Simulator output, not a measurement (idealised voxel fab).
The following process module bears the name voxel capacitor over wiring.
For reference, the cross-section in this document is cut, with width 200 nm and square cells of 5 nm.
In what follows, cross-sections appear as grids of square cells, described through bands that run from the top down, where every band is one or more rows of cells. The band entry comprises the height of the band's top followed by the height of its bottom, expressed in nm, and subsequently the band's materials from left to right, each stated together with its width in nm. Where a single material is marked with the word "everywhere", that material fills the band from edge to edge. The word "blank" represents empty space. Below 0: as-received wafer, all one material; heights counted from there. Lowest band: no bottom, goes on down, written "0 and below". The two numbers in a width such as "30..40" mark its ends across the band: the first belongs to the top row of cells, the second to the bottom row, and from each row to the next the width moves by the same amount. Step note "nothing altered" = no cross-section cell changed. The label "Fully sealed voids" introduces a list of the empty spaces, 8 cells or larger, that have no open way up to the top; each entry in it reads width x height at distance, where the distance is taken from the left edge and all three are stated in nm. Where a step's line continues beyond its settings, the continuation is a remark by the simulator itself on that step. "overlay nm", when on a step's line for a step with a mask, measures how far to the right of its planned place the mask lay; a negative measure means to the left. Heads up before you read on: it's before/after pairs around one process step each, after side only down to the lowest band that changed, step plus settings under the pair. Pairs can be from different runs of this module, same starting wafer, so only chain a pair onto the one above if its "Before-step section" entry says so.

**Before-step section**
* 0 and below  Si everywhere
* Fully sealed voids: none

**Structure After Step**
* 10 down to 0  SiO2 everywhere
* Below 0 it's all the same as before, nothing changed down there.
* Fully sealed voids: none
The step occurring between the two cross-sections depicted above is identified as CONFORMAL_DEP, material SiO2, thk nm 10

Before-step section: The prior state of this step coincides with the post-step cross-section of the pair just above.

**Structure After Step**
* 15 down to 10  SiCN everywhere
* Below 10 it's all the same as before, nothing changed down there.
* Fully sealed voids: none
The step occurring between the two cross-sections depicted above is identified as CONFORMAL_DEP, material SiCN, thk nm 5

Before-step section: The prior state of this step coincides with the post-step cross-section of the pair just above.

**Structure After Step**
* 30 down to 15  SiO2 everywhere
* Below 15 it's all the same as before, nothing changed down there.
* Fully sealed voids: none
The step occurring between the two cross-sections depicted above is identified as DIRECTIONAL_DEP, material SiO2, thk nm 15

Before-step section: The prior state of this step coincides with the post-step cross-section of the pair just above.

**Structure After Step**
* 30 down to 15  55 nm SiO2, 20 nm blank, 50 nm SiO2, 20 nm blank, 55 nm SiO2
* Below 15 it's all the same as before, nothing changed down there.
* Fully sealed voids: none
The step occurring between the two cross-sections depicted above is identified as MASKED_ETCH, tone open, mask id METAL_1, width nm 20, pitch nm 70, etch materials SiO2, depth nm 15, overlay nm 0

Before-step section: The prior state of this step coincides with the post-step cross-section of the pair just above.

**Structure After Step**
* 30 down to 15  55 nm SiO2, 20 nm blank, 50 nm SiO2, 20 nm blank, 55 nm SiO2
* 15 down to 10  55 nm SiCN, 20 nm blank, 50 nm SiCN, 20 nm blank, 55 nm SiCN
* Below 10 it's all the same as before, nothing changed down there.
* Fully sealed voids: none
The step occurring between the two cross-sections depicted above is identified as MASKED_ETCH, tone open, mask id METAL_1, width nm 20, pitch nm 70, etch materials SiCN, depth nm 5, overlay nm 0

Before-step section: The prior state of this step coincides with the post-step cross-section of the pair just above.

**Structure After Step**
* 35 down to 30  60 nm TiN, 10 nm blank, 60 nm TiN, 10 nm blank, 60 nm TiN
* 30 down to 15  55 nm SiO2, 5 nm TiN, 10 nm blank, 5 nm TiN, 50 nm SiO2, 5 nm TiN, 10 nm blank, 5 nm TiN, 55 nm SiO2
* 15 down to 10  55 nm SiCN, 20 nm TiN, 50 nm SiCN, 20 nm TiN, 55 nm SiCN
* Below 10 it's all the same as before, nothing changed down there.
* Fully sealed voids: none
The step occurring between the two cross-sections depicted above is identified as CONFORMAL_DEP, material TiN, thk nm 5

Before-step section: The prior state of this step coincides with the post-step cross-section of the pair just above.

**Structure After Step**
* 45 down to 35  W everywhere
* 35 down to 30  60 nm TiN, 10 nm W, 60 nm TiN, 10 nm W, 60 nm TiN
* 30 down to 15  55 nm SiO2, 5 nm TiN, 10 nm W, 5 nm TiN, 50 nm SiO2, 5 nm TiN, 10 nm W, 5 nm TiN, 55 nm SiO2
* Below 15 it's all the same as before, nothing changed down there.
* Fully sealed voids: none
The step occurring between the two cross-sections depicted above is identified as FILL_DEP, material W, thk nm 10

Before-step section: The prior state of this step coincides with the post-step cross-section of the pair just above.

**Structure After Step**
* 30 down to 15  55 nm SiO2, 5 nm TiN, 10 nm W, 5 nm TiN, 50 nm SiO2, 5 nm TiN, 10 nm W, 5 nm TiN, 55 nm SiO2
* Below 15 it's all the same as before, nothing changed down there.
* Fully sealed voids: none
The step occurring between the two cross-sections depicted above is identified as CMP, height nm 30

Before-step section: The prior state of this step coincides with the post-step cross-section of the pair just above.

**Structure After Step**
* 35 down to 30  SiCN everywhere
* Below 30 it's all the same as before, nothing changed down there.
* Fully sealed voids: none
The step occurring between the two cross-sections depicted above is identified as CONFORMAL_DEP, material SiCN, thk nm 5

Before-step section: The prior state of this step coincides with the post-step cross-section of the pair just above.

**Structure After Step**
* 55 down to 35  lowk everywhere
* Below 35 it's all the same as before, nothing changed down there.
* Fully sealed voids: none
The step occurring between the two cross-sections depicted above is identified as DIRECTIONAL_DEP, material lowk, thk nm 20

Before-step section: The prior state of this step coincides with the post-step cross-section of the pair just above.

**Structure After Step**
* 75 down to 55  60 nm resist, 15 nm blank, 125 nm resist
* Below 55 it's all the same as before, nothing changed down there.
* Fully sealed voids: none
The step occurring between the two cross-sections depicted above is identified as PATTERN, tone open, mask id PLUG_1, material resist, width nm 15, thk nm 20, overlay nm 0

Before-step section: The prior state of this step coincides with the post-step cross-section of the pair just above.

**Structure After Step**
* 75 down to 55  60 nm resist, 15 nm blank, 125 nm resist
* 55 down to 35  60 nm lowk, 15 nm blank, 125 nm lowk
* Below 35 it's all the same as before, nothing changed down there.
* Fully sealed voids: none
The step occurring between the two cross-sections depicted above is identified as DIRECTIONAL_ETCH, etch materials lowk, depth nm 20

Before-step section: The prior state of this step coincides with the post-step cross-section of the pair just above.

**Structure After Step**
* 75 down to 55  60 nm resist, 15 nm blank, 125 nm resist
* 55 down to 35  60 nm lowk, 15 nm blank, 125 nm lowk
* 35 down to 30  60 nm SiCN, 15 nm blank, 125 nm SiCN
* Below 30 it's all the same as before, nothing changed down there.
* Fully sealed voids: none
The step occurring between the two cross-sections depicted above is identified as DIRECTIONAL_ETCH, etch materials SiCN, depth nm 5

Before-step section: The prior state of this step coincides with the post-step cross-section of the pair just above.

**Structure After Step**
* 55 down to 35  60 nm lowk, 15 nm blank, 125 nm lowk
* Below 35 it's all the same as before, nothing changed down there.
* Fully sealed voids: none
The step occurring between the two cross-sections depicted above is identified as STRIP, etch materials resist

Before-step section: The prior state of this step coincides with the post-step cross-section of the pair just above.

**Structure After Step**
* 60 down to 55  65 nm TiN, 5 nm blank, 130 nm TiN
* 55 down to 35  60 nm lowk, 5 nm TiN, 5 nm blank, 5 nm TiN, 125 nm lowk
* 35 down to 30  60 nm SiCN, 15 nm TiN, 125 nm SiCN
* Below 30 it's all the same as before, nothing changed down there.
* Fully sealed voids: none
The step occurring between the two cross-sections depicted above is identified as CONFORMAL_DEP, material TiN, thk nm 5

Before-step section: The prior state of this step coincides with the post-step cross-section of the pair just above.

**Structure After Step**
* 70 down to 60  Cu everywhere
* 60 down to 55  65 nm TiN, 5 nm Cu, 130 nm TiN
* 55 down to 35  60 nm lowk, 5 nm TiN, 5 nm Cu, 5 nm TiN, 125 nm lowk
* Below 35 it's all the same as before, nothing changed down there.
* Fully sealed voids: none
The step occurring between the two cross-sections depicted above is identified as FILL_DEP, material Cu, thk nm 10

Before-step section: The prior state of this step coincides with the post-step cross-section of the pair just above.

**Structure After Step**
* 55 down to 35  60 nm lowk, 5 nm TiN, 5 nm Cu, 5 nm TiN, 125 nm lowk
* Below 35 it's all the same as before, nothing changed down there.
* Fully sealed voids: none
The step occurring between the two cross-sections depicted above is identified as CMP, height nm 55

Before-step section: The prior state of this step coincides with the post-step cross-section of the pair just above.

**Structure After Step**
* 60 down to 55  TiN everywhere
* Below 55 it's all the same as before, nothing changed down there.
* Fully sealed voids: none
The step occurring between the two cross-sections depicted above is identified as DIRECTIONAL_DEP, material TiN, thk nm 5

Before-step section: The prior state of this step coincides with the post-step cross-section of the pair just above.

**Structure After Step**
* 65 down to 60  Al2O3 everywhere
* Below 60 it's all the same as before, nothing changed down there.
* Fully sealed voids: none
The step occurring between the two cross-sections depicted above is identified as DIRECTIONAL_DEP, material Al2O3, thk nm 5

Before-step section: The prior state of this step coincides with the post-step cross-section of the pair just above.

**Structure After Step**
* 75 down to 65  TiN everywhere
* Below 65 it's all the same as before, nothing changed down there.
* Fully sealed voids: none
The step occurring between the two cross-sections depicted above is identified as DIRECTIONAL_DEP, material TiN, thk nm 10

Before-step section: The prior state of this step coincides with the post-step cross-section of the pair just above.

**Structure After Step**
* 75 down to 65  60 nm blank, 55 nm TiN, 85 nm blank
* Below 65 it's all the same as before, nothing changed down there.
* Fully sealed voids: none
The step occurring between the two cross-sections depicted above is identified as MASKED_ETCH, tone cover, mask id UPPER_PLATE, width nm 55, etch materials TiN, depth nm 10, overlay nm 0

Before-step section: The prior state of this step coincides with the post-step cross-section of the pair just above.

**Structure After Step**
* 75 down to 65  60 nm blank, 55 nm TiN, 85 nm blank
* 65 down to 60  60 nm blank, 55 nm Al2O3, 85 nm blank
* Below 60 it's all the same as before, nothing changed down there.
* Fully sealed voids: none
The step occurring between the two cross-sections depicted above is identified as MASKED_ETCH, tone cover, mask id UPPER_PLATE, width nm 55, etch materials Al2O3, depth nm 5, overlay nm 0

Before-step section: The prior state of this step coincides with the post-step cross-section of the pair just above.

**Structure After Step**
* 75 down to 65  60 nm blank, 55 nm TiN, 85 nm blank
* 65 down to 60  60 nm blank, 55 nm Al2O3, 85 nm blank
* 60 down to 55  55 nm blank, 65 nm TiN, 80 nm blank
* Below 55 it's all the same as before, nothing changed down there.
* Fully sealed voids: none
The step occurring between the two cross-sections depicted above is identified as MASKED_ETCH, tone cover, mask id LOWER_PLATE, width nm 65, etch materials TiN, depth nm 5, overlay nm 0

Before-step section: The prior state of this step coincides with the post-step cross-section of the pair just above.

**Structure After Step**
* 90 down to 75  SiO2 everywhere
* 75 down to 65  60 nm SiO2, 55 nm TiN, 85 nm SiO2
* 65 down to 60  60 nm SiO2, 55 nm Al2O3, 85 nm SiO2
* 60 down to 55  55 nm SiO2, 65 nm TiN, 80 nm SiO2
* Below 55 it's all the same as before, nothing changed down there.
* Fully sealed voids: none
The step occurring between the two cross-sections depicted above is identified as FILL_DEP, material SiO2, thk nm 15

Before-step section: The prior state of this step coincides with the post-step cross-section of the pair just above.

**Structure After Step**
* 85 down to 75  SiO2 everywhere
* Below 75 it's all the same as before, nothing changed down there.
* Fully sealed voids: none
The step occurring between the two cross-sections depicted above is identified as CMP, height nm 85

Before-step section: The prior state of this step coincides with the post-step cross-section of the pair just above.

**Structure After Step**
* 85 down to 75  70 nm SiO2, 15 nm blank, 115 nm SiO2
* Below 75 it's all the same as before, nothing changed down there.
* Fully sealed voids: none
The step occurring between the two cross-sections depicted above is identified as MASKED_ETCH, tone open, mask id PLUG_2, width nm 15, etch materials SiO2, depth nm 10, overlay nm 0

Before-step section: The prior state of this step coincides with the post-step cross-section of the pair just above.

**Structure After Step**
* 90 down to 85  75 nm TiN, 5 nm blank, 120 nm TiN
* 85 down to 80  70 nm SiO2, 5 nm TiN, 5 nm blank, 5 nm TiN, 115 nm SiO2
* 80 down to 75  70 nm SiO2, 15 nm TiN, 115 nm SiO2
* Below 75 it's all the same as before, nothing changed down there.
* Fully sealed voids: none
The step occurring between the two cross-sections depicted above is identified as CONFORMAL_DEP, material TiN, thk nm 5

Before-step section: The prior state of this step coincides with the post-step cross-section of the pair just above.

**Structure After Step**
* 100 down to 90  Cu everywhere
* 90 down to 85  75 nm TiN, 5 nm Cu, 120 nm TiN
* 85 down to 80  70 nm SiO2, 5 nm TiN, 5 nm Cu, 5 nm TiN, 115 nm SiO2
* Below 80 it's all the same as before, nothing changed down there.
* Fully sealed voids: none
The step occurring between the two cross-sections depicted above is identified as FILL_DEP, material Cu, thk nm 10

Before-step section: The prior state of this step coincides with the post-step cross-section of the pair just above.

**Structure After Step**
* 85 down to 80  70 nm SiO2, 5 nm TiN, 5 nm Cu, 5 nm TiN, 115 nm SiO2
* Below 80 it's all the same as before, nothing changed down there.
* Fully sealed voids: none
The step occurring between the two cross-sections depicted above is identified as CMP, height nm 85

Before-step section: The prior state of this step coincides with the post-step cross-section of the pair just above.

**Structure After Step**
* 90 down to 85  SiN everywhere
* Below 85 it's all the same as before, nothing changed down there.
* Fully sealed voids: none
The step occurring between the two cross-sections depicted above is identified as CONFORMAL_DEP, material SiN, thk nm 5

**Before-step section**
* 0 and below  Si everywhere
* Fully sealed voids: none

**Structure After Step**
* 5 down to 0  SiCN everywhere
* Below 0 it's all the same as before, nothing changed down there.
* Fully sealed voids: none
The step occurring between the two cross-sections depicted above is identified as CONFORMAL_DEP, material SiCN, thk nm 5

Before-step section: The prior state of this step coincides with the post-step cross-section of the pair just above.

**Structure After Step**
* 20 down to 5  SiO2 everywhere
* Below 5 it's all the same as before, nothing changed down there.
* Fully sealed voids: none
The step occurring between the two cross-sections depicted above is identified as DIRECTIONAL_DEP, material SiO2, thk nm 15

Before-step section: The prior state of this step coincides with the post-step cross-section of the pair just above.

**Structure After Step**
* 20 down to 5  55 nm SiO2, 20 nm blank, 50 nm SiO2, 20 nm blank, 55 nm SiO2
* Below 5 it's all the same as before, nothing changed down there.
* Fully sealed voids: none
The step occurring between the two cross-sections depicted above is identified as MASKED_ETCH, tone open, mask id METAL_1, width nm 20, pitch nm 70, etch materials SiO2, depth nm 15, overlay nm 0

Before-step section: The prior state of this step coincides with the post-step cross-section of the pair just above.

**Structure After Step**
* 20 down to 5  55 nm SiO2, 20 nm blank, 50 nm SiO2, 20 nm blank, 55 nm SiO2
* 5 down to 0  55 nm SiCN, 20 nm blank, 50 nm SiCN, 20 nm blank, 55 nm SiCN
* Below 0 it's all the same as before, nothing changed down there.
* Fully sealed voids: none
The step occurring between the two cross-sections depicted above is identified as MASKED_ETCH, tone open, mask id METAL_1, width nm 20, pitch nm 70, etch materials SiCN, depth nm 5, overlay nm 0

Before-step section: The prior state of this step coincides with the post-step cross-section of the pair just above.

**Structure After Step**
* 25 down to 20  60 nm TiN, 10 nm blank, 60 nm TiN, 10 nm blank, 60 nm TiN
* 20 down to 5  55 nm SiO2, 5 nm TiN, 10 nm blank, 5 nm TiN, 50 nm SiO2, 5 nm TiN, 10 nm blank, 5 nm TiN, 55 nm SiO2
* 5 down to 0  55 nm SiCN, 20 nm TiN, 50 nm SiCN, 20 nm TiN, 55 nm SiCN
* Below 0 it's all the same as before, nothing changed down there.
* Fully sealed voids: none
The step occurring between the two cross-sections depicted above is identified as CONFORMAL_DEP, material TiN, thk nm 5

Before-step section: The prior state of this step coincides with the post-step cross-section of the pair just above.

**Structure After Step**
* 35 down to 25  W everywhere
* 25 down to 20  60 nm TiN, 10 nm W, 60 nm TiN, 10 nm W, 60 nm TiN
* 20 down to 5  55 nm SiO2, 5 nm TiN, 10 nm W, 5 nm TiN, 50 nm SiO2, 5 nm TiN, 10 nm W, 5 nm TiN, 55 nm SiO2
* Below 5 it's all the same as before, nothing changed down there.
* Fully sealed voids: none
The step occurring between the two cross-sections depicted above is identified as FILL_DEP, material W, thk nm 10

Before-step section: The prior state of this step coincides with the post-step cross-section of the pair just above.

**Structure After Step**
* 30 down to 25  W everywhere
* Below 25 it's all the same as before, nothing changed down there.
* Fully sealed voids: none
The step occurring between the two cross-sections depicted above is identified as CMP, height nm 30

Before-step section: The prior state of this step coincides with the post-step cross-section of the pair just above.

**Structure After Step**
* 35 down to 30  SiCN everywhere
* Below 30 it's all the same as before, nothing changed down there.
* Fully sealed voids: none
The step occurring between the two cross-sections depicted above is identified as CONFORMAL_DEP, material SiCN, thk nm 5

Before-step section: The prior state of this step coincides with the post-step cross-section of the pair just above.

**Structure After Step**
* 55 down to 35  lowk everywhere
* Below 35 it's all the same as before, nothing changed down there.
* Fully sealed voids: none
The step occurring between the two cross-sections depicted above is identified as DIRECTIONAL_DEP, material lowk, thk nm 20

Before-step section: The prior state of this step coincides with the post-step cross-section of the pair just above.

**Structure After Step**
* 75 down to 55  60 nm resist, 15 nm blank, 125 nm resist
* Below 55 it's all the same as before, nothing changed down there.
* Fully sealed voids: none
The step occurring between the two cross-sections depicted above is identified as PATTERN, tone open, mask id PLUG_1, material resist, width nm 15, thk nm 20, overlay nm 0

Before-step section: The prior state of this step coincides with the post-step cross-section of the pair just above.

**Structure After Step**
* 75 down to 55  60 nm resist, 15 nm blank, 125 nm resist
* 55 down to 35  60 nm lowk, 15 nm blank, 125 nm lowk
* Below 35 it's all the same as before, nothing changed down there.
* Fully sealed voids: none
The step occurring between the two cross-sections depicted above is identified as DIRECTIONAL_ETCH, etch materials lowk, depth nm 20

Before-step section: The prior state of this step coincides with the post-step cross-section of the pair just above.

**Structure After Step**
* 75 down to 55  60 nm resist, 15 nm blank, 125 nm resist
* 55 down to 35  60 nm lowk, 15 nm blank, 125 nm lowk
* 35 down to 30  60 nm SiCN, 15 nm blank, 125 nm SiCN
* Below 30 it's all the same as before, nothing changed down there.
* Fully sealed voids: none
The step occurring between the two cross-sections depicted above is identified as DIRECTIONAL_ETCH, etch materials SiCN, depth nm 5

Before-step section: The prior state of this step coincides with the post-step cross-section of the pair just above.

**Structure After Step**
* 55 down to 35  60 nm lowk, 15 nm blank, 125 nm lowk
* Below 35 it's all the same as before, nothing changed down there.
* Fully sealed voids: none
The step occurring between the two cross-sections depicted above is identified as STRIP, etch materials resist

Before-step section: The prior state of this step coincides with the post-step cross-section of the pair just above.

**Structure After Step**
* 60 down to 55  65 nm TiN, 5 nm blank, 130 nm TiN
* 55 down to 35  60 nm lowk, 5 nm TiN, 5 nm blank, 5 nm TiN, 125 nm lowk
* 35 down to 30  60 nm SiCN, 15 nm TiN, 125 nm SiCN
* Below 30 it's all the same as before, nothing changed down there.
* Fully sealed voids: none
The step occurring between the two cross-sections depicted above is identified as CONFORMAL_DEP, material TiN, thk nm 5

Before-step section: The prior state of this step coincides with the post-step cross-section of the pair just above.

**Structure After Step**
* 70 down to 60  Cu everywhere
* 60 down to 55  65 nm TiN, 5 nm Cu, 130 nm TiN
* 55 down to 35  60 nm lowk, 5 nm TiN, 5 nm Cu, 5 nm TiN, 125 nm lowk
* Below 35 it's all the same as before, nothing changed down there.
* Fully sealed voids: none
The step occurring between the two cross-sections depicted above is identified as FILL_DEP, material Cu, thk nm 10

Before-step section: The prior state of this step coincides with the post-step cross-section of the pair just above.

**Structure After Step**
* 55 down to 35  60 nm lowk, 5 nm TiN, 5 nm Cu, 5 nm TiN, 125 nm lowk
* Below 35 it's all the same as before, nothing changed down there.
* Fully sealed voids: none
The step occurring between the two cross-sections depicted above is identified as CMP, height nm 55

Before-step section: The prior state of this step coincides with the post-step cross-section of the pair just above.

**Structure After Step**
* 60 down to 55  TiN everywhere
* Below 55 it's all the same as before, nothing changed down there.
* Fully sealed voids: none
The step occurring between the two cross-sections depicted above is identified as DIRECTIONAL_DEP, material TiN, thk nm 5

Before-step section: The prior state of this step coincides with the post-step cross-section of the pair just above.

**Structure After Step**
* 65 down to 60  Al2O3 everywhere
* Below 60 it's all the same as before, nothing changed down there.
* Fully sealed voids: none
The step occurring between the two cross-sections depicted above is identified as DIRECTIONAL_DEP, material Al2O3, thk nm 5

Before-step section: The prior state of this step coincides with the post-step cross-section of the pair just above.

**Structure After Step**
* 75 down to 65  TiN everywhere
* Below 65 it's all the same as before, nothing changed down there.
* Fully sealed voids: none
The step occurring between the two cross-sections depicted above is identified as DIRECTIONAL_DEP, material TiN, thk nm 10

Before-step section: The prior state of this step coincides with the post-step cross-section of the pair just above.

**Structure After Step**
* 75 down to 65  60 nm blank, 55 nm TiN, 85 nm blank
* Below 65 it's all the same as before, nothing changed down there.
* Fully sealed voids: none
The step occurring between the two cross-sections depicted above is identified as MASKED_ETCH, tone cover, mask id UPPER_PLATE, width nm 55, etch materials TiN, depth nm 10, overlay nm 0

Before-step section: The prior state of this step coincides with the post-step cross-section of the pair just above.

**Structure After Step**
* 75 down to 65  60 nm blank, 55 nm TiN, 85 nm blank
* 65 down to 60  60 nm blank, 55 nm Al2O3, 85 nm blank
* Below 60 it's all the same as before, nothing changed down there.
* Fully sealed voids: none
The step occurring between the two cross-sections depicted above is identified as MASKED_ETCH, tone cover, mask id UPPER_PLATE, width nm 55, etch materials Al2O3, depth nm 5, overlay nm 0

Before-step section: The prior state of this step coincides with the post-step cross-section of the pair just above.

**Structure After Step**
* 75 down to 65  60 nm blank, 55 nm TiN, 85 nm blank
* 65 down to 60  60 nm blank, 55 nm Al2O3, 85 nm blank
* 60 down to 55  55 nm blank, 65 nm TiN, 80 nm blank
* Below 55 it's all the same as before, nothing changed down there.
* Fully sealed voids: none
The step occurring between the two cross-sections depicted above is identified as MASKED_ETCH, tone cover, mask id LOWER_PLATE, width nm 65, etch materials TiN, depth nm 5, overlay nm 0

Before-step section: The prior state of this step coincides with the post-step cross-section of the pair just above.

**Structure After Step**
* 90 down to 75  SiO2 everywhere
* 75 down to 65  60 nm SiO2, 55 nm TiN, 85 nm SiO2
* 65 down to 60  60 nm SiO2, 55 nm Al2O3, 85 nm SiO2
* 60 down to 55  55 nm SiO2, 65 nm TiN, 80 nm SiO2
* Below 55 it's all the same as before, nothing changed down there.
* Fully sealed voids: none
The step occurring between the two cross-sections depicted above is identified as FILL_DEP, material SiO2, thk nm 15

Before-step section: The prior state of this step coincides with the post-step cross-section of the pair just above.

**Structure After Step**
* 85 down to 75  SiO2 everywhere
* Below 75 it's all the same as before, nothing changed down there.
* Fully sealed voids: none
The step occurring between the two cross-sections depicted above is identified as CMP, height nm 85

Before-step section: The prior state of this step coincides with the post-step cross-section of the pair just above.

**Structure After Step**
* 85 down to 75  70 nm SiO2, 15 nm blank, 115 nm SiO2
* Below 75 it's all the same as before, nothing changed down there.
* Fully sealed voids: none
The step occurring between the two cross-sections depicted above is identified as MASKED_ETCH, tone open, mask id PLUG_2, width nm 15, etch materials SiO2, depth nm 10, overlay nm 0

Before-step section: The prior state of this step coincides with the post-step cross-section of the pair just above.

**Structure After Step**
* 90 down to 85  75 nm TiN, 5 nm blank, 120 nm TiN
* 85 down to 80  70 nm SiO2, 5 nm TiN, 5 nm blank, 5 nm TiN, 115 nm SiO2
* 80 down to 75  70 nm SiO2, 15 nm TiN, 115 nm SiO2
* Below 75 it's all the same as before, nothing changed down there.
* Fully sealed voids: none
The step occurring between the two cross-sections depicted above is identified as CONFORMAL_DEP, material TiN, thk nm 5

Before-step section: The prior state of this step coincides with the post-step cross-section of the pair just above.

**Structure After Step**
* 100 down to 90  Cu everywhere
* 90 down to 85  75 nm TiN, 5 nm Cu, 120 nm TiN
* 85 down to 80  70 nm SiO2, 5 nm TiN, 5 nm Cu, 5 nm TiN, 115 nm SiO2
* Below 80 it's all the same as before, nothing changed down there.
* Fully sealed voids: none
The step occurring between the two cross-sections depicted above is identified as FILL_DEP, material Cu, thk nm 10

Before-step section: The prior state of this step coincides with the post-step cross-section of the pair just above.

**Structure After Step**
* 85 down to 80  70 nm SiO2, 5 nm TiN, 5 nm Cu, 5 nm TiN, 115 nm SiO2
* Below 80 it's all the same as before, nothing changed down there.
* Fully sealed voids: none
The step occurring between the two cross-sections depicted above is identified as CMP, height nm 85

Before-step section: The prior state of this step coincides with the post-step cross-section of the pair just above.

**Structure After Step**
* 90 down to 85  SiN everywhere
* Below 85 it's all the same as before, nothing changed down there.
* Fully sealed voids: none
The step occurring between the two cross-sections depicted above is identified as CONFORMAL_DEP, material SiN, thk nm 5

**Before-step section**
* 30 down to 15  55 nm SiO2, 5 nm TiN, 10 nm W, 5 nm TiN, 50 nm SiO2, 5 nm TiN, 10 nm W, 5 nm TiN, 55 nm SiO2
* 15 down to 10  55 nm SiCN, 20 nm TiN, 50 nm SiCN, 20 nm TiN, 55 nm SiCN
* 10 down to 0  SiO2 everywhere
* 0 and below  Si everywhere
* Fully sealed voids: none

**Structure After Step**
* 50 down to 30  lowk everywhere
* Below 30 it's all the same as before, nothing changed down there.
* Fully sealed voids: none
The step occurring between the two cross-sections depicted above is identified as DIRECTIONAL_DEP, material lowk, thk nm 20

Before-step section: The prior state of this step coincides with the post-step cross-section of the pair just above.

**Structure After Step**
* 55 down to 50  SiCN everywhere
* Below 50 it's all the same as before, nothing changed down there.
* Fully sealed voids: none
The step occurring between the two cross-sections depicted above is identified as CONFORMAL_DEP, material SiCN, thk nm 5

Before-step section: The prior state of this step coincides with the post-step cross-section of the pair just above.

**Structure After Step**
* 75 down to 55  60 nm resist, 15 nm blank, 125 nm resist
* Below 55 it's all the same as before, nothing changed down there.
* Fully sealed voids: none
The step occurring between the two cross-sections depicted above is identified as PATTERN, tone open, mask id PLUG_1, material resist, width nm 15, thk nm 20, overlay nm 0

Before-step section: The prior state of this step coincides with the post-step cross-section of the pair just above.

**Structure After Step**
* 75 down to 55  60 nm resist, 15 nm blank, 125 nm resist
* 55 down to 50  60 nm SiCN, 15 nm blank, 125 nm SiCN
* Below 50 it's all the same as before, nothing changed down there.
* Fully sealed voids: none
The step occurring between the two cross-sections depicted above is identified as DIRECTIONAL_ETCH, etch materials SiCN, depth nm 5

Before-step section: The prior state of this step coincides with the post-step cross-section of the pair just above.

**Structure After Step**
* 55 down to 50  60 nm SiCN, 15 nm blank, 125 nm SiCN
* Below 50 it's all the same as before, nothing changed down there.
* Fully sealed voids: none
The step occurring between the two cross-sections depicted above is identified as STRIP, etch materials resist

Before-step section: The prior state of this step coincides with the post-step cross-section of the pair just above.

**Structure After Step**
* 60 down to 55  65 nm TiN, 5 nm blank, 130 nm TiN
* 55 down to 50  60 nm SiCN, 15 nm TiN, 125 nm SiCN
* Below 50 it's all the same as before, nothing changed down there.
* Fully sealed voids: none
The step occurring between the two cross-sections depicted above is identified as CONFORMAL_DEP, material TiN, thk nm 5

Before-step section: The prior state of this step coincides with the post-step cross-section of the pair just above.

**Structure After Step**
* 70 down to 60  Cu everywhere
* 60 down to 55  65 nm TiN, 5 nm Cu, 130 nm TiN
* Below 55 it's all the same as before, nothing changed down there.
* Fully sealed voids: none
The step occurring between the two cross-sections depicted above is identified as FILL_DEP, material Cu, thk nm 10

Before-step section: The prior state of this step coincides with the post-step cross-section of the pair just above.

**Structure After Step**
* 55 down to 50  60 nm SiCN, 15 nm TiN, 125 nm SiCN
* Below 50 it's all the same as before, nothing changed down there.
* Fully sealed voids: none
The step occurring between the two cross-sections depicted above is identified as CMP, height nm 55

Before-step section: The prior state of this step coincides with the post-step cross-section of the pair just above.

**Structure After Step**
* 60 down to 55  TiN everywhere
* Below 55 it's all the same as before, nothing changed down there.
* Fully sealed voids: none
The step occurring between the two cross-sections depicted above is identified as DIRECTIONAL_DEP, material TiN, thk nm 5

Before-step section: The prior state of this step coincides with the post-step cross-section of the pair just above.

**Structure After Step**
* 65 down to 60  Al2O3 everywhere
* Below 60 it's all the same as before, nothing changed down there.
* Fully sealed voids: none
The step occurring between the two cross-sections depicted above is identified as DIRECTIONAL_DEP, material Al2O3, thk nm 5

Before-step section: The prior state of this step coincides with the post-step cross-section of the pair just above.

**Structure After Step**
* 75 down to 65  TiN everywhere
* Below 65 it's all the same as before, nothing changed down there.
* Fully sealed voids: none
The step occurring between the two cross-sections depicted above is identified as DIRECTIONAL_DEP, material TiN, thk nm 10

Before-step section: The prior state of this step coincides with the post-step cross-section of the pair just above.

**Structure After Step**
* 75 down to 65  60 nm blank, 55 nm TiN, 85 nm blank
* Below 65 it's all the same as before, nothing changed down there.
* Fully sealed voids: none
The step occurring between the two cross-sections depicted above is identified as MASKED_ETCH, tone cover, mask id UPPER_PLATE, width nm 55, etch materials TiN, depth nm 10, overlay nm 0

Before-step section: The prior state of this step coincides with the post-step cross-section of the pair just above.

**Structure After Step**
* 75 down to 65  60 nm blank, 55 nm TiN, 85 nm blank
* 65 down to 60  60 nm blank, 55 nm Al2O3, 85 nm blank
* Below 60 it's all the same as before, nothing changed down there.
* Fully sealed voids: none
The step occurring between the two cross-sections depicted above is identified as MASKED_ETCH, tone cover, mask id UPPER_PLATE, width nm 55, etch materials Al2O3, depth nm 5, overlay nm 0

Before-step section: The prior state of this step coincides with the post-step cross-section of the pair just above.

**Structure After Step**
* 75 down to 65  60 nm blank, 55 nm TiN, 85 nm blank
* 65 down to 60  60 nm blank, 55 nm Al2O3, 85 nm blank
* 60 down to 55  55 nm blank, 65 nm TiN, 80 nm blank
* Below 55 it's all the same as before, nothing changed down there.
* Fully sealed voids: none
The step occurring between the two cross-sections depicted above is identified as MASKED_ETCH, tone cover, mask id LOWER_PLATE, width nm 65, etch materials TiN, depth nm 5, overlay nm 0

Before-step section: The prior state of this step coincides with the post-step cross-section of the pair just above.

**Structure After Step**
* 90 down to 75  SiO2 everywhere
* 75 down to 65  60 nm SiO2, 55 nm TiN, 85 nm SiO2
* 65 down to 60  60 nm SiO2, 55 nm Al2O3, 85 nm SiO2
* 60 down to 55  55 nm SiO2, 65 nm TiN, 80 nm SiO2
* Below 55 it's all the same as before, nothing changed down there.
* Fully sealed voids: none
The step occurring between the two cross-sections depicted above is identified as FILL_DEP, material SiO2, thk nm 15

Before-step section: The prior state of this step coincides with the post-step cross-section of the pair just above.

**Structure After Step**
* 85 down to 75  SiO2 everywhere
* Below 75 it's all the same as before, nothing changed down there.
* Fully sealed voids: none
The step occurring between the two cross-sections depicted above is identified as CMP, height nm 85

Before-step section: The prior state of this step coincides with the post-step cross-section of the pair just above.

**Structure After Step**
* 85 down to 75  70 nm SiO2, 15 nm blank, 115 nm SiO2
* Below 75 it's all the same as before, nothing changed down there.
* Fully sealed voids: none
The step occurring between the two cross-sections depicted above is identified as MASKED_ETCH, tone open, mask id PLUG_2, width nm 15, etch materials SiO2, depth nm 10, overlay nm 0
